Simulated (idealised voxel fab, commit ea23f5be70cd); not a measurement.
process module | voxel spacer lines
cross-section cut | 255 nm wide | cells 5 nm
A cross-section is a grid of square cells, given in bands from the top down. A band is one or more rows of cells.
Each band's line starts with the height of the band's top and of its bottom, in nm. Then come its materials from left to right, each with its width in nm. One material with "throughout" fills the band from edge to edge. "air" is empty space.
Height 0 is the level under which the wafer as received is all one material. The lowest band goes on downwards, as in "0 down".
A width such as "30 to 40" changes by the same amount from each row of cells to the next, from the band's top row to its bottom row.
"no change" after a step means that no cell of the cross-section changed.
closed voids: empty space of 8 cells or more with no open way to the top, each as width x height at its distance from the left edge, in nm
after a step's settings: what the simulator itself notes on the step
overlay nm, on a step with a mask: how far to the right of its planned place the mask lay; to the left if negative
plan
1 op RECEIVE | material Si
2 op CONFORMAL_DEP | material Al2O3 | thk nm 10
3 op DIRECTIONAL_DEP | material polySi | thk nm 15
4 op DIRECTIONAL_DEP | material aC | thk nm 20
5 op PATTERN | tone cover | mask id MANDREL | material resist | width nm 25 | pitch nm 70 | thk nm 25 | overlay nm 0
6 op DIRECTIONAL_ETCH | etch materials aC | depth nm 20
7 op STRIP | etch materials resist
8 op CONFORMAL_DEP | material SiO2 | thk nm 10
9 op DIRECTIONAL_ETCH | etch materials SiO2 | depth nm 10
10 op STRIP | etch materials aC
11 op DIRECTIONAL_ETCH | etch materials polySi | depth nm 15
12 op STRIP | etch materials SiO2
13 op FILL_DEP | material lowk | thk nm 10
14 op CMP | height nm 25
as received, after step 1
  0 down: Si throughout
  closed voids: none
first wafer at the end, as planned
  25 to 10: lowk 70 | polySi 10 | lowk 25 | polySi 10 | lowk 25 | polySi 10 | lowk 25 | polySi 10 | lowk 70
  10 to 0: Al2O3 throughout
  0 down: Si throughout
  closed voids: none
second wafer at the end: like start, like plan, one mistake
  25 to 15: lowk 70 | polySi 10 | lowk 25 | polySi 10 | lowk 25 | polySi 10 | lowk 25 | polySi 10 | lowk 70
  15 to 0: Al2O3 throughout
  0 down: Si throughout
  closed voids: none
what went wrong: step 2 ran as: op CONFORMAL_DEP | material Al2O3 | thk nm 15
at the end the second wafer has, in cells: 51 more of Al2O3 | 43 fewer of lowk | 8 fewer of polySi
